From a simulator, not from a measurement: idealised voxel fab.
process module | voxel transistor to metal
cross-section cut | 300 nm wide | cells 5 nm
A cross-section is a grid of square cells, given in bands from the top down. A band is one or more rows of cells.
Each band's line starts with the height of the band's top and of its bottom, in nm. Then come its materials from left to right, each with its width in nm. One material with "throughout" fills the band from edge to edge. "air" is empty space.
Height 0 is the level under which the wafer as received is all one material. The lowest band goes on downwards, as in "0 down".
A width such as "30 to 40" changes by the same amount from each row of cells to the next, from the band's top row to its bottom row.
"no change" after a step means that no cell of the cross-section changed.
closed voids: empty space of 8 cells or more with no open way to the top, each as width x height at its distance from the left edge, in nm
after a step's settings: what the simulator itself notes on the step
overlay nm, on a step with a mask: how far to the right of its planned place the mask lay; to the left if negative
plan
1 op RECEIVE | material Si
2 op CONFORMAL_DEP | material SiO2 | thk nm 5
3 op CONFORMAL_DEP | material SiN | thk nm 10
4 op DIRECTIONAL_DEP | material aC | thk nm 15
5 op PATTERN | tone cover | mask id ACTIVE | material resist | width nm 105 | pitch nm 135 | thk nm 30 | overlay nm 0
6 op DIRECTIONAL_ETCH | etch materials aC | depth nm 15
7 op STRIP | etch materials resist
8 op DIRECTIONAL_ETCH | etch materials SiN | depth nm 10
9 op DIRECTIONAL_ETCH | etch materials SiO2 | depth nm 5
10 op DIRECTIONAL_ETCH | etch materials Si | depth nm 35
11 op STRIP | etch materials aC
12 op FILL_DEP | material SiO2 | thk nm 15
13 op CMP | height nm 15
14 op SELECTIVE_ETCH | etch materials SiO2 | depth nm 5
15 op STRIP | etch materials SiN
16 op SELECTIVE_ETCH | etch materials SiO2 | depth nm 5
17 op OXIDIZE | depth nm 5
18 op DIRECTIONAL_DEP | material polySi | thk nm 20
19 op DIRECTIONAL_DEP | material SiCN | thk nm 15
20 op DIRECTIONAL_DEP | material aC | thk nm 15
21 op PATTERN | tone cover | mask id GATE | material resist | width nm 25 | pitch nm 135 | thk nm 30 | overlay nm 0
22 op DIRECTIONAL_ETCH | etch materials aC | depth nm 15
23 op STRIP | etch materials resist
24 op DIRECTIONAL_ETCH | etch materials SiCN | depth nm 25
25 op DIRECTIONAL_ETCH | etch materials polySi | depth nm 30
26 op STRIP | etch materials aC
27 op CONFORMAL_DEP | material SiO2 | thk nm 5
28 op DIRECTIONAL_ETCH | etch materials SiO2 | depth nm 5
29 op CONFORMAL_DEP | material SiN | thk nm 5
30 op DIRECTIONAL_ETCH | etch materials SiN | depth nm 5
31 op DIRECTIONAL_ETCH | etch materials SiO2 | depth nm 5
32 op DIRECTIONAL_ETCH | etch materials Si | depth nm 15
33 op EPI | material nSi | thk nm 15
34 op FILL_DEP | material SiO2 | thk nm 10
35 op CMP | height nm 35
36 op DIRECTIONAL_DEP | material SiO2 | thk nm 15
37 op PATTERN | tone open | mask id CONTACT | material resist | width nm 20 | thk nm 15 | overlay nm 0
38 op DIRECTIONAL_ETCH | etch materials SiO2 | depth nm 40
39 op STRIP | etch materials resist
40 op CONFORMAL_DEP | material TiN | thk nm 5
41 op FILL_DEP | material W | thk nm 5
42 op CMP | height nm 50
43 op CONFORMAL_DEP | material SiCN | thk nm 5
44 op DIRECTIONAL_DEP | material SiO2 | thk nm 25
45 op PATTERN | tone open | mask id METAL_1 | material resist | width nm 20 | thk nm 15 | overlay nm 0
46 op DIRECTIONAL_ETCH | etch materials SiO2 | depth nm 25
47 op DIRECTIONAL_ETCH | etch materials SiCN | depth nm 5
48 op STRIP | etch materials resist
49 op CONFORMAL_DEP | material TiN | thk nm 5
50 op FILL_DEP | material W | thk nm 10
51 op CMP | height nm 80
52 op CONFORMAL_DEP | material SiCN | thk nm 5
first wafer, as planned
as received, after step 1
  0 down: Si throughout
  closed voids: none
after step 2
  5 to 0: SiO2 throughout
  below 0: unchanged
after step 3
  15 to 5: SiN throughout
  below 5: unchanged
after step 4
  30 to 15: aC throughout
  below 15: unchanged
after step 5
  60 to 30: air 30 | resist 105 | air 30 | resist 105 | air 30
  below 30: unchanged
after step 6
  45 to 30: air 30 | resist 105 | air 30 | resist 105 | air 30
  30 to 15: air 30 | aC 105 | air 30 | aC 105 | air 30
  below 15: unchanged
after step 7
  30 to 15: air 30 | aC 105 | air 30 | aC 105 | air 30
  below 15: unchanged
after step 8
  30 to 15: air 30 | aC 105 | air 30 | aC 105 | air 30
  15 to 5: air 30 | SiN 105 | air 30 | SiN 105 | air 30
  below 5: unchanged
after step 9
  30 to 15: air 30 | aC 105 | air 30 | aC 105 | air 30
  15 to 5: air 30 | SiN 105 | air 30 | SiN 105 | air 30
  5 to 0: air 30 | SiO2 105 | air 30 | SiO2 105 | air 30
  below 0: unchanged
after step 10
  30 to 15: air 30 | aC 105 | air 30 | aC 105 | air 30
  15 to 5: air 30 | SiN 105 | air 30 | SiN 105 | air 30
  5 to 0: air 30 | SiO2 105 | air 30 | SiO2 105 | air 30
  0 to -35: air 30 | Si 105 | air 30 | Si 105 | air 30
  below -35: unchanged
after step 11
  15 to 5: air 30 | SiN 105 | air 30 | SiN 105 | air 30
  below 5: unchanged
after step 12
  30 to 15: SiO2 throughout
  15 to 5: SiO2 30 | SiN 105 | SiO2 30 | SiN 105 | SiO2 30
  5 to 0: SiO2 throughout
  0 to -35: SiO2 30 | Si 105 | SiO2 30 | Si 105 | SiO2 30
  below -35: unchanged
after step 13
  15 to 5: SiO2 30 | SiN 105 | SiO2 30 | SiN 105 | SiO2 30
  below 5: unchanged
after step 14
  15 to 10: air 30 | SiN 105 | air 30 | SiN 105 | air 30
  below 10: unchanged
after step 15
  10 to 5: SiO2 30 | air 105 | SiO2 30 | air 105 | SiO2 30
  below 5: unchanged
after step 16
  5 to 0: SiO2 25 | air 115 | SiO2 20 | air 115 | SiO2 25
  below 0: unchanged
after step 17
  5 to 0: SiO2 25 | air 115 | SiO2 20 | air 115 | SiO2 25
  0 to -5: SiO2 throughout
  below -5: unchanged
after step 18
  25 to 20: polySi 25 | air 115 | polySi 20 | air 115 | polySi 25
  20 to 5: polySi throughout
  5 to 0: SiO2 25 | polySi 115 | SiO2 20 | polySi 115 | SiO2 25
  below 0: unchanged
after step 19
  40 to 35: SiCN 25 | air 115 | SiCN 20 | air 115 | SiCN 25
  35 to 25: SiCN throughout
  25 to 20: polySi 25 | SiCN 115 | polySi 20 | SiCN 115 | polySi 25
  below 20: unchanged
after step 20
  55 to 50: aC 25 | air 115 | aC 20 | air 115 | aC 25
  50 to 40: aC throughout
  40 to 35: SiCN 25 | aC 115 | SiCN 20 | aC 115 | SiCN 25
  below 35: unchanged
after step 21
  85 to 55: air 70 | resist 25 | air 110 | resist 25 | air 70
  55 to 50: aC 25 | air 45 | resist 25 | air 45 | aC 20 | air 45 | resist 25 | air 45 | aC 25
  below 50: unchanged
after step 22
  70 to 50: air 70 | resist 25 | air 110 | resist 25 | air 70
  50 to 40: air 70 | aC 25 | air 110 | aC 25 | air 70
  40 to 35: SiCN 25 | air 45 | aC 25 | air 45 | SiCN 20 | air 45 | aC 25 | air 45 | SiCN 25
  below 35: unchanged
after step 23
  50 to 40: air 70 | aC 25 | air 110 | aC 25 | air 70
  below 40: unchanged
after step 24
  50 to 35: air 70 | aC 25 | air 110 | aC 25 | air 70
  35 to 25: air 70 | SiCN 25 | air 110 | SiCN 25 | air 70
  25 to 20: polySi 25 | air 45 | SiCN 25 | air 45 | polySi 20 | air 45 | SiCN 25 | air 45 | polySi 25
  below 20: unchanged
after step 25
  50 to 35: air 70 | aC 25 | air 110 | aC 25 | air 70
  35 to 20: air 70 | SiCN 25 | air 110 | SiCN 25 | air 70
  20 to 5: air 70 | polySi 25 | air 110 | polySi 25 | air 70
  5 to 0: SiO2 25 | air 45 | polySi 25 | air 45 | SiO2 20 | air 45 | polySi 25 | air 45 | SiO2 25
  below 0: unchanged
after step 26
  35 to 20: air 70 | SiCN 25 | air 110 | SiCN 25 | air 70
  below 20: unchanged
after step 27
  40 to 35: air 65 | SiO2 35 | air 100 | SiO2 35 | air 65
  35 to 20: air 65 | SiO2 5 | SiCN 25 | SiO2 5 | air 100 | SiO2 5 | SiCN 25 | SiO2 5 | air 65
  20 to 10: air 65 | SiO2 5 | polySi 25 | SiO2 5 | air 100 | SiO2 5 | polySi 25 | SiO2 5 | air 65
  10 to 5: SiO2 30 | air 35 | SiO2 5 | polySi 25 | SiO2 5 | air 35 | SiO2 30 | air 35 | SiO2 5 | polySi 25 | SiO2 5 | air 35 | SiO2 30
  5 to 0: SiO2 70 | polySi 25 | SiO2 110 | polySi 25 | SiO2 70
  below 0: unchanged
after step 28
  35 to 20: air 65 | SiO2 5 | SiCN 25 | SiO2 5 | air 100 | SiO2 5 | SiCN 25 | SiO2 5 | air 65
  20 to 5: air 65 | SiO2 5 | polySi 25 | SiO2 5 | air 100 | SiO2 5 | polySi 25 | SiO2 5 | air 65
  5 to 0: SiO2 30 | air 35 | SiO2 5 | polySi 25 | SiO2 5 | air 35 | SiO2 30 | air 35 | SiO2 5 | polySi 25 | SiO2 5 | air 35 | SiO2 30
  below 0: unchanged
after step 29
  40 to 35: air 60 | SiN 45 | air 90 | SiN 45 | air 60
  35 to 20: air 60 | SiN 5 | SiO2 5 | SiCN 25 | SiO2 5 | SiN 5 | air 90 | SiN 5 | SiO2 5 | SiCN 25 | SiO2 5 | SiN 5 | air 60
  20 to 10: air 60 | SiN 5 | SiO2 5 | polySi 25 | SiO2 5 | SiN 5 | air 90 | SiN 5 | SiO2 5 | polySi 25 | SiO2 5 | SiN 5 | air 60
  10 to 5: SiN 35 | air 25 | SiN 5 | SiO2 5 | polySi 25 | SiO2 5 | SiN 5 | air 25 | SiN 40 | air 25 | SiN 5 | SiO2 5 | polySi 25 | SiO2 5 | SiN 5 | air 25 | SiN 35
  5 to 0: SiO2 30 | SiN 35 | SiO2 5 | polySi 25 | SiO2 5 | SiN 35 | SiO2 30 | SiN 35 | SiO2 5 | polySi 25 | SiO2 5 | SiN 35 | SiO2 30
  below 0: unchanged
after step 30
  35 to 20: air 60 | SiN 5 | SiO2 5 | SiCN 25 | SiO2 5 | SiN 5 | air 90 | SiN 5 | SiO2 5 | SiCN 25 | SiO2 5 | SiN 5 | air 60
  20 to 5: air 60 | SiN 5 | SiO2 5 | polySi 25 | SiO2 5 | SiN 5 | air 90 | SiN 5 | SiO2 5 | polySi 25 | SiO2 5 | SiN 5 | air 60
  5 to 0: SiO2 30 | SiN 5 | air 25 | SiN 5 | SiO2 5 | polySi 25 | SiO2 5 | SiN 5 | air 25 | SiN 5 | SiO2 30 | SiN 5 | air 25 | SiN 5 | SiO2 5 | polySi 25 | SiO2 5 | SiN 5 | air 25 | SiN 5 | SiO2 30
  below 0: unchanged
after step 31
  35 to 30: air 60 | SiN 5 | air 5 | SiCN 25 | air 5 | SiN 5 | air 90 | SiN 5 | air 5 | SiCN 25 | air 5 | SiN 5 | air 60
  30 to 20: air 60 | SiN 5 | SiO2 5 | SiCN 25 | SiO2 5 | SiN 5 | air 90 | SiN 5 | SiO2 5 | SiCN 25 | SiO2 5 | SiN 5 | air 60
  20 to 5: air 60 | SiN 5 | SiO2 5 | polySi 25 | SiO2 5 | SiN 5 | air 90 | SiN 5 | SiO2 5 | polySi 25 | SiO2 5 | SiN 5 | air 60
  5 to 0: air 30 | SiN 5 | air 25 | SiN 5 | SiO2 5 | polySi 25 | SiO2 5 | SiN 5 | air 25 | SiN 5 | air 30 | SiN 5 | air 25 | SiN 5 | SiO2 5 | polySi 25 | SiO2 5 | SiN 5 | air 25 | SiN 5 | air 30
  0 to -5: SiO2 35 | air 25 | SiO2 45 | air 25 | SiO2 40 | air 25 | SiO2 45 | air 25 | SiO2 35
  below -5: unchanged
after step 32
  35 to 30: air 60 | SiN 5 | air 5 | SiCN 25 | air 5 | SiN 5 | air 90 | SiN 5 | air 5 | SiCN 25 | air 5 | SiN 5 | air 60
  30 to 20: air 60 | SiN 5 | SiO2 5 | SiCN 25 | SiO2 5 | SiN 5 | air 90 | SiN 5 | SiO2 5 | SiCN 25 | SiO2 5 | SiN 5 | air 60
  20 to 5: air 60 | SiN 5 | SiO2 5 | polySi 25 | SiO2 5 | SiN 5 | air 90 | SiN 5 | SiO2 5 | polySi 25 | SiO2 5 | SiN 5 | air 60
  5 to 0: air 30 | SiN 5 | air 25 | SiN 5 | SiO2 5 | polySi 25 | SiO2 5 | SiN 5 | air 25 | SiN 5 | air 30 | SiN 5 | air 25 | SiN 5 | SiO2 5 | polySi 25 | SiO2 5 | SiN 5 | air 25 | SiN 5 | air 30
  0 to -5: SiO2 35 | air 25 | SiO2 45 | air 25 | SiO2 40 | air 25 | SiO2 45 | air 25 | SiO2 35
  -5 to -20: SiO2 30 | Si 5 | air 25 | Si 45 | air 25 | Si 5 | SiO2 30 | Si 5 | air 25 | Si 45 | air 25 | Si 5 | SiO2 30
  below -20: unchanged
after step 33
  35 to 30: air 60 | SiN 5 | air 5 | SiCN 25 | air 5 | SiN 5 | air 90 | SiN 5 | air 5 | SiCN 25 | air 5 | SiN 5 | air 60
  30 to 20: air 60 | SiN 5 | SiO2 5 | SiCN 25 | SiO2 5 | SiN 5 | air 90 | SiN 5 | SiO2 5 | SiCN 25 | SiO2 5 | SiN 5 | air 60
  20 to 10: air 60 | SiN 5 | SiO2 5 | polySi 25 | SiO2 5 | SiN 5 | air 90 | SiN 5 | SiO2 5 | polySi 25 | SiO2 5 | SiN 5 | air 60
  10 to 5: air 30 | nSi 30 | SiN 5 | SiO2 5 | polySi 25 | SiO2 5 | SiN 5 | nSi 30 | air 30 | nSi 30 | SiN 5 | SiO2 5 | polySi 25 | SiO2 5 | SiN 5 | nSi 30 | air 30
  5 to 0: air 30 | SiN 5 | nSi 25 | SiN 5 | SiO2 5 | polySi 25 | SiO2 5 | SiN 5 | nSi 25 | SiN 5 | air 30 | SiN 5 | nSi 25 | SiN 5 | SiO2 5 | polySi 25 | SiO2 5 | SiN 5 | nSi 25 | SiN 5 | air 30
  0 to -5: SiO2 35 | nSi 25 | SiO2 45 | nSi 25 | SiO2 40 | nSi 25 | SiO2 45 | nSi 25 | SiO2 35
  -5 to -20: SiO2 30 | Si 5 | nSi 25 | Si 45 | nSi 25 | Si 5 | SiO2 30 | Si 5 | nSi 25 | Si 45 | nSi 25 | Si 5 | SiO2 30
  below -20: unchanged
after step 34
  45 to 35: SiO2 throughout
  35 to 20: SiO2 60 | SiN 5 | SiO2 5 | SiCN 25 | SiO2 5 | SiN 5 | SiO2 90 | SiN 5 | SiO2 5 | SiCN 25 | SiO2 5 | SiN 5 | SiO2 60
  20 to 10: SiO2 60 | SiN 5 | SiO2 5 | polySi 25 | SiO2 5 | SiN 5 | SiO2 90 | SiN 5 | SiO2 5 | polySi 25 | SiO2 5 | SiN 5 | SiO2 60
  10 to 5: SiO2 30 | nSi 30 | SiN 5 | SiO2 5 | polySi 25 | SiO2 5 | SiN 5 | nSi 30 | SiO2 30 | nSi 30 | SiN 5 | SiO2 5 | polySi 25 | SiO2 5 | SiN 5 | nSi 30 | SiO2 30
  5 to 0: SiO2 30 | SiN 5 | nSi 25 | SiN 5 | SiO2 5 | polySi 25 | SiO2 5 | SiN 5 | nSi 25 | SiN 5 | SiO2 30 | SiN 5 | nSi 25 | SiN 5 | SiO2 5 | polySi 25 | SiO2 5 | SiN 5 | nSi 25 | SiN 5 | SiO2 30
  below 0: unchanged
after step 35
  35 to 20: SiO2 60 | SiN 5 | SiO2 5 | SiCN 25 | SiO2 5 | SiN 5 | SiO2 90 | SiN 5 | SiO2 5 | SiCN 25 | SiO2 5 | SiN 5 | SiO2 60
  below 20: unchanged
after step 36
  50 to 35: SiO2 throughout
  below 35: unchanged
after step 37
  65 to 50: resist 35 | air 20 | resist 55 | air 20 | resist 40 | air 20 | resist 55 | air 20 | resist 35
  below 50: unchanged
after step 38
  65 to 50: resist 35 | air 20 | resist 55 | air 20 | resist 40 | air 20 | resist 55 | air 20 | resist 35
  50 to 35: SiO2 35 | air 20 | SiO2 55 | air 20 | SiO2 40 | air 20 | SiO2 55 | air 20 | SiO2 35
  35 to 20: SiO2 35 | air 20 | SiO2 5 | SiN 5 | SiO2 5 | SiCN 25 | SiO2 5 | SiN 5 | SiO2 5 | air 20 | SiO2 40 | air 20 | SiO2 5 | SiN 5 | SiO2 5 | SiCN 25 | SiO2 5 | SiN 5 | SiO2 5 | air 20 | SiO2 35
  20 to 10: SiO2 35 | air 20 | SiO2 5 | SiN 5 | SiO2 5 | polySi 25 | SiO2 5 | SiN 5 | SiO2 5 | air 20 | SiO2 40 | air 20 | SiO2 5 | SiN 5 | SiO2 5 | polySi 25 | SiO2 5 | SiN 5 | SiO2 5 | air 20 | SiO2 35
  below 10: unchanged
after step 39
  50 to 35: SiO2 35 | air 20 | SiO2 55 | air 20 | SiO2 40 | air 20 | SiO2 55 | air 20 | SiO2 35
  below 35: unchanged
after step 40
  55 to 50: TiN 40 | air 10 | TiN 65 | air 10 | TiN 50 | air 10 | TiN 65 | air 10 | TiN 40
  50 to 35: SiO2 35 | TiN 5 | air 10 | TiN 5 | SiO2 55 | TiN 5 | air 10 | TiN 5 | SiO2 40 | TiN 5 | air 10 | TiN 5 | SiO2 55 | TiN 5 | air 10 | TiN 5 | SiO2 35
  35 to 20: SiO2 35 | TiN 5 | air 10 | TiN 5 | SiO2 5 | SiN 5 | SiO2 5 | SiCN 25 | SiO2 5 | SiN 5 | SiO2 5 | TiN 5 | air 10 | TiN 5 | SiO2 40 | TiN 5 | air 10 | TiN 5 | SiO2 5 | SiN 5 | SiO2 5 | SiCN 25 | SiO2 5 | SiN 5 | SiO2 5 | TiN 5 | air 10 | TiN 5 | SiO2 35
  20 to 15: SiO2 35 | TiN 5 | air 10 | TiN 5 | SiO2 5 | SiN 5 | SiO2 5 | polySi 25 | SiO2 5 | SiN 5 | SiO2 5 | TiN 5 | air 10 | TiN 5 | SiO2 40 | TiN 5 | air 10 | TiN 5 | SiO2 5 | SiN 5 | SiO2 5 | polySi 25 | SiO2 5 | SiN 5 | SiO2 5 | TiN 5 | air 10 | TiN 5 | SiO2 35
  15 to 10: SiO2 35 | TiN 20 | SiO2 5 | SiN 5 | SiO2 5 | polySi 25 | SiO2 5 | SiN 5 | SiO2 5 | TiN 20 | SiO2 40 | TiN 20 | SiO2 5 | SiN 5 | SiO2 5 | polySi 25 | SiO2 5 | SiN 5 | SiO2 5 | TiN 20 | SiO2 35
  below 10: unchanged
after step 41
  60 to 55: W throughout
  55 to 50: TiN 40 | W 10 | TiN 65 | W 10 | TiN 50 | W 10 | TiN 65 | W 10 | TiN 40
  50 to 35: SiO2 35 | TiN 5 | W 10 | TiN 5 | SiO2 55 | TiN 5 | W 10 | TiN 5 | SiO2 40 | TiN 5 | W 10 | TiN 5 | SiO2 55 | TiN 5 | W 10 | TiN 5 | SiO2 35
  35 to 20: SiO2 35 | TiN 5 | W 10 | TiN 5 | SiO2 5 | SiN 5 | SiO2 5 | SiCN 25 | SiO2 5 | SiN 5 | SiO2 5 | TiN 5 | W 10 | TiN 5 | SiO2 40 | TiN 5 | W 10 | TiN 5 | SiO2 5 | SiN 5 | SiO2 5 | SiCN 25 | SiO2 5 | SiN 5 | SiO2 5 | TiN 5 | W 10 | TiN 5 | SiO2 35
  20 to 15: SiO2 35 | TiN 5 | W 10 | TiN 5 | SiO2 5 | SiN 5 | SiO2 5 | polySi 25 | SiO2 5 | SiN 5 | SiO2 5 | TiN 5 | W 10 | TiN 5 | SiO2 40 | TiN 5 | W 10 | TiN 5 | SiO2 5 | SiN 5 | SiO2 5 | polySi 25 | SiO2 5 | SiN 5 | SiO2 5 | TiN 5 | W 10 | TiN 5 | SiO2 35
  below 15: unchanged
after step 42
  50 to 35: SiO2 35 | TiN 5 | W 10 | TiN 5 | SiO2 55 | TiN 5 | W 10 | TiN 5 | SiO2 40 | TiN 5 | W 10 | TiN 5 | SiO2 55 | TiN 5 | W 10 | TiN 5 | SiO2 35
  below 35: unchanged
after step 43
  55 to 50: SiCN throughout
  below 50: unchanged
after step 44
  80 to 55: SiO2 throughout
  below 55: unchanged
after step 45
  95 to 80: resist 35 | air 20 | resist 55 | air 20 | resist 40 | air 20 | resist 55 | air 20 | resist 35
  below 80: unchanged
after step 46
  95 to 80: resist 35 | air 20 | resist 55 | air 20 | resist 40 | air 20 | resist 55 | air 20 | resist 35
  80 to 55: SiO2 35 | air 20 | SiO2 55 | air 20 | SiO2 40 | air 20 | SiO2 55 | air 20 | SiO2 35
  below 55: unchanged
after step 47
  95 to 80: resist 35 | air 20 | resist 55 | air 20 | resist 40 | air 20 | resist 55 | air 20 | resist 35
  80 to 55: SiO2 35 | air 20 | SiO2 55 | air 20 | SiO2 40 | air 20 | SiO2 55 | air 20 | SiO2 35
  55 to 50: SiCN 35 | air 20 | SiCN 55 | air 20 | SiCN 40 | air 20 | SiCN 55 | air 20 | SiCN 35
  below 50: unchanged
after step 48
  80 to 55: SiO2 35 | air 20 | SiO2 55 | air 20 | SiO2 40 | air 20 | SiO2 55 | air 20 | SiO2 35
  below 55: unchanged
after step 49
  85 to 80: TiN 40 | air 10 | TiN 65 | air 10 | TiN 50 | air 10 | TiN 65 | air 10 | TiN 40
  80 to 55: SiO2 35 | TiN 5 | air 10 | TiN 5 | SiO2 55 | TiN 5 | air 10 | TiN 5 | SiO2 40 | TiN 5 | air 10 | TiN 5 | SiO2 55 | TiN 5 | air 10 | TiN 5 | SiO2 35
  55 to 50: SiCN 35 | TiN 20 | SiCN 55 | TiN 20 | SiCN 40 | TiN 20 | SiCN 55 | TiN 20 | SiCN 35
  below 50: unchanged
after step 50
  95 to 85: W throughout
  85 to 80: TiN 40 | W 10 | TiN 65 | W 10 | TiN 50 | W 10 | TiN 65 | W 10 | TiN 40
  80 to 55: SiO2 35 | TiN 5 | W 10 | TiN 5 | SiO2 55 | TiN 5 | W 10 | TiN 5 | SiO2 40 | TiN 5 | W 10 | TiN 5 | SiO2 55 | TiN 5 | W 10 | TiN 5 | SiO2 35
  below 55: unchanged
after step 51
  80 to 55: SiO2 35 | TiN 5 | W 10 | TiN 5 | SiO2 55 | TiN 5 | W 10 | TiN 5 | SiO2 40 | TiN 5 | W 10 | TiN 5 | SiO2 55 | TiN 5 | W 10 | TiN 5 | SiO2 35
  below 55: unchanged
after step 52
  85 to 80: SiCN throughout
  below 80: unchanged
second wafer: like start, like plan, one mistake. Through step 36 it matches the first wafer
when step 37 should have ended
  65 to 50: resist 25 | air 20 | resist 55 | air 20 | resist 40 | air 20 | resist 55 | air 20 | resist 45
  below 50: unchanged
when step 38 should have ended
  65 to 50: resist 25 | air 20 | resist 55 | air 20 | resist 40 | air 20 | resist 55 | air 20 | resist 45
  50 to 35: SiO2 25 | air 20 | SiO2 55 | air 20 | SiO2 40 | air 20 | SiO2 55 | air 20 | SiO2 45
  35 to 20: SiO2 25 | air 20 | SiO2 15 | SiN 5 | SiO2 5 | SiCN 25 | SiO2 5 | SiN 5 | air 15 | SiO2 40 | air 20 | SiO2 15 | SiN 5 | SiO2 5 | SiCN 25 | SiO2 5 | SiN 5 | air 15 | SiO2 45
  20 to 10: SiO2 25 | air 20 | SiO2 15 | SiN 5 | SiO2 5 | polySi 25 | SiO2 5 | SiN 5 | air 15 | SiO2 40 | air 20 | SiO2 15 | SiN 5 | SiO2 5 | polySi 25 | SiO2 5 | SiN 5 | air 15 | SiO2 45
  below 10: unchanged
when step 39 should have ended
  50 to 35: SiO2 25 | air 20 | SiO2 55 | air 20 | SiO2 40 | air 20 | SiO2 55 | air 20 | SiO2 45
  below 35: unchanged
when step 40 should have ended
  55 to 50: TiN 30 | air 10 | TiN 65 | air 10 | TiN 50 | air 10 | TiN 65 | air 10 | TiN 50
  50 to 40: SiO2 25 | TiN 5 | air 10 | TiN 5 | SiO2 55 | TiN 5 | air 10 | TiN 5 | SiO2 40 | TiN 5 | air 10 | TiN 5 | SiO2 55 | TiN 5 | air 10 | TiN 5 | SiO2 45
  40 to 35: SiO2 25 | TiN 5 | air 10 | TiN 5 | SiO2 55 | TiN 10 | air 5 | TiN 5 | SiO2 40 | TiN 5 | air 10 | TiN 5 | SiO2 55 | TiN 10 | air 5 | TiN 5 | SiO2 45
  35 to 20: SiO2 25 | TiN 5 | air 10 | TiN 5 | SiO2 15 | SiN 5 | SiO2 5 | SiCN 25 | SiO2 5 | SiN 5 | TiN 5 | air 5 | TiN 5 | SiO2 40 | TiN 5 | air 10 | TiN 5 | SiO2 15 | SiN 5 | SiO2 5 | SiCN 25 | SiO2 5 | SiN 5 | TiN 5 | air 5 | TiN 5 | SiO2 45
  20 to 15: SiO2 25 | TiN 5 | air 10 | TiN 5 | SiO2 15 | SiN 5 | SiO2 5 | polySi 25 | SiO2 5 | SiN 5 | TiN 5 | air 5 | TiN 5 | SiO2 40 | TiN 5 | air 10 | TiN 5 | SiO2 15 | SiN 5 | SiO2 5 | polySi 25 | SiO2 5 | SiN 5 | TiN 5 | air 5 | TiN 5 | SiO2 45
  15 to 10: SiO2 25 | TiN 20 | SiO2 15 | SiN 5 | SiO2 5 | polySi 25 | SiO2 5 | SiN 5 | TiN 15 | SiO2 40 | TiN 20 | SiO2 15 | SiN 5 | SiO2 5 | polySi 25 | SiO2 5 | SiN 5 | TiN 15 | SiO2 45
  below 10: unchanged
when step 41 should have ended
  60 to 55: W throughout
  55 to 50: TiN 30 | W 10 | TiN 65 | W 10 | TiN 50 | W 10 | TiN 65 | W 10 | TiN 50
  50 to 40: SiO2 25 | TiN 5 | W 10 | TiN 5 | SiO2 55 | TiN 5 | W 10 | TiN 5 | SiO2 40 | TiN 5 | W 10 | TiN 5 | SiO2 55 | TiN 5 | W 10 | TiN 5 | SiO2 45
  40 to 35: SiO2 25 | TiN 5 | W 10 | TiN 5 | SiO2 55 | TiN 10 | W 5 | TiN 5 | SiO2 40 | TiN 5 | W 10 | TiN 5 | SiO2 55 | TiN 10 | W 5 | TiN 5 | SiO2 45
  35 to 20: SiO2 25 | TiN 5 | W 10 | TiN 5 | SiO2 15 | SiN 5 | SiO2 5 | SiCN 25 | SiO2 5 | SiN 5 | TiN 5 | W 5 | TiN 5 | SiO2 40 | TiN 5 | W 10 | TiN 5 | SiO2 15 | SiN 5 | SiO2 5 | SiCN 25 | SiO2 5 | SiN 5 | TiN 5 | W 5 | TiN 5 | SiO2 45
  20 to 15: SiO2 25 | TiN 5 | W 10 | TiN 5 | SiO2 15 | SiN 5 | SiO2 5 | polySi 25 | SiO2 5 | SiN 5 | TiN 5 | W 5 | TiN 5 | SiO2 40 | TiN 5 | W 10 | TiN 5 | SiO2 15 | SiN 5 | SiO2 5 | polySi 25 | SiO2 5 | SiN 5 | TiN 5 | W 5 | TiN 5 | SiO2 45
  below 15: unchanged
when step 42 should have ended
  50 to 40: SiO2 25 | TiN 5 | W 10 | TiN 5 | SiO2 55 | TiN 5 | W 10 | TiN 5 | SiO2 40 | TiN 5 | W 10 | TiN 5 | SiO2 55 | TiN 5 | W 10 | TiN 5 | SiO2 45
  below 40: unchanged
when step 43 should have ended
  55 to 50: SiCN throughout
  below 50: unchanged
when step 44 should have ended
  80 to 55: SiO2 throughout
  below 55: unchanged
when step 45 should have ended
  95 to 80: resist 35 | air 20 | resist 55 | air 20 | resist 40 | air 20 | resist 55 | air 20 | resist 35
  below 80: unchanged
when step 46 should have ended
  95 to 80: resist 35 | air 20 | resist 55 | air 20 | resist 40 | air 20 | resist 55 | air 20 | resist 35
  80 to 55: SiO2 35 | air 20 | SiO2 55 | air 20 | SiO2 40 | air 20 | SiO2 55 | air 20 | SiO2 35
  below 55: unchanged
when step 47 should have ended
  95 to 80: resist 35 | air 20 | resist 55 | air 20 | resist 40 | air 20 | resist 55 | air 20 | resist 35
  80 to 55: SiO2 35 | air 20 | SiO2 55 | air 20 | SiO2 40 | air 20 | SiO2 55 | air 20 | SiO2 35
  55 to 50: SiCN 35 | air 20 | SiCN 55 | air 20 | SiCN 40 | air 20 | SiCN 55 | air 20 | SiCN 35
  below 50: unchanged
when step 48 should have ended
  80 to 55: SiO2 35 | air 20 | SiO2 55 | air 20 | SiO2 40 | air 20 | SiO2 55 | air 20 | SiO2 35
  below 55: unchanged
when step 49 should have ended
  85 to 80: TiN 40 | air 10 | TiN 65 | air 10 | TiN 50 | air 10 | TiN 65 | air 10 | TiN 40
  80 to 55: SiO2 35 | TiN 5 | air 10 | TiN 5 | SiO2 55 | TiN 5 | air 10 | TiN 5 | SiO2 40 | TiN 5 | air 10 | TiN 5 | SiO2 55 | TiN 5 | air 10 | TiN 5 | SiO2 35
  55 to 50: SiCN 35 | TiN 20 | SiCN 55 | TiN 20 | SiCN 40 | TiN 20 | SiCN 55 | TiN 20 | SiCN 35
  below 50: unchanged
when step 50 should have ended
  95 to 85: W throughout
  85 to 80: TiN 40 | W 10 | TiN 65 | W 10 | TiN 50 | W 10 | TiN 65 | W 10 | TiN 40
  80 to 55: SiO2 35 | TiN 5 | W 10 | TiN 5 | SiO2 55 | TiN 5 | W 10 | TiN 5 | SiO2 40 | TiN 5 | W 10 | TiN 5 | SiO2 55 | TiN 5 | W 10 | TiN 5 | SiO2 35
  below 55: unchanged
when step 51 should have ended
  80 to 55: SiO2 35 | TiN 5 | W 10 | TiN 5 | SiO2 55 | TiN 5 | W 10 | TiN 5 | SiO2 40 | TiN 5 | W 10 | TiN 5 | SiO2 55 | TiN 5 | W 10 | TiN 5 | SiO2 35
  below 55: unchanged
when step 52 should have ended
  85 to 80: SiCN throughout
  below 80: unchanged
what went wrong: step 37 ran as: op PATTERN | tone open | mask id CONTACT | material resist | width nm 20 | thk nm 15 | overlay nm -10
at the end the second wafer has, in cells: 10 more of SiO2 | 10 fewer of W
